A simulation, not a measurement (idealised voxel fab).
Title: Process Module voxel ribs on slabs
The cross-section on display is named cut; it measures 235 nm wide, and its cells are 5 nm squares.
The cross-sections in this document take the form of a grid made of square cells. They are written out as bands, in order from top to bottom. Each band consists of one or more rows of cells.
Band: top height; bottom height; in nm. Then, left to right: material with width in nm, for each material. "edge to edge": a single material spanning edge to edge. "blank": empty space.
Height datum 0, below which the as-received substrate wafer is one material. Lowest band open at the bottom, running downward: "0 and below".
Width: "30 to 40" (first number = top row, second number = bottom row, same change from row to row of cells).
"identical to before", as given for a step, is the statement that not any cell of the cross-section underwent a change during that step.
Enclosed voids (no open way to top), threshold 8 cells or more, entry "Tabulated closed voids", notation width x height at distance, distance from left edge, nm.
Note: text after step settings on the step line = simulator remark on that step.
overlay nm, on a step with a mask: how far to the right of its planned place the mask lay; to the left if negative
Below is the list of planned process steps:
- 1: RECEIVE | material Si
- 2: DIRECTIONAL_DEP | material SiO2 | thk nm 25
- 3: DIRECTIONAL_DEP | material polySi | thk nm 20
- 4: DIRECTIONAL_DEP | material aC | thk nm 10
- 5: PATTERN | tone cover | mask id RIB | material resist | width nm 30 | thk nm 25 | overlay nm 0
- 6: DIRECTIONAL_ETCH | etch materials aC | depth nm 10
- 7: STRIP | etch materials resist
- 8: DIRECTIONAL_ETCH | etch materials polySi | depth nm 10
- 9: STRIP | etch materials aC
- 10: MASKED_ETCH | tone cover | mask id SLAB | width nm 80 | etch materials polySi | depth nm 10 | overlay nm 0
- 11: FILL_DEP | material SiO2 | thk nm 25
- 12: CMP | height nm 60
- 13: DIRECTIONAL_DEP | material TiN | thk nm 5
- 14: PATTERN | tone cover | mask id HEATER | material resist | width nm 40 | thk nm 15 | overlay nm 0
- 15: DIRECTIONAL_ETCH | etch materials TiN | depth nm 5
- 16: STRIP | etch materials resist
- 17: CONFORMAL_DEP | material SiO2 | thk nm 5
Incoming wafer, cross-sectional view, post step 1:
- 0 and below  Si edge to edge
- Tabulated closed voids: none
Module complete, cross-section. Starting point and plan per above. One mistake made in running the module:
- 70 down to 65  90 of blank, 50 of SiO2, 95 of blank
- 65 down to 60  95 of SiO2, 40 of TiN, 100 of SiO2
- 60 down to 45  SiO2 edge to edge
- 45 down to 25  TiN edge to edge
- 25 down to 0  SiO2 edge to edge
- 0 and below  Si edge to edge
- Tabulated closed voids: none
It is concluded that the wafer was processed incorrectly with respect to the plan, in that off-plan run, step 3, actual operation and settings DIRECTIONAL_DEP | material TiN | thk nm 20
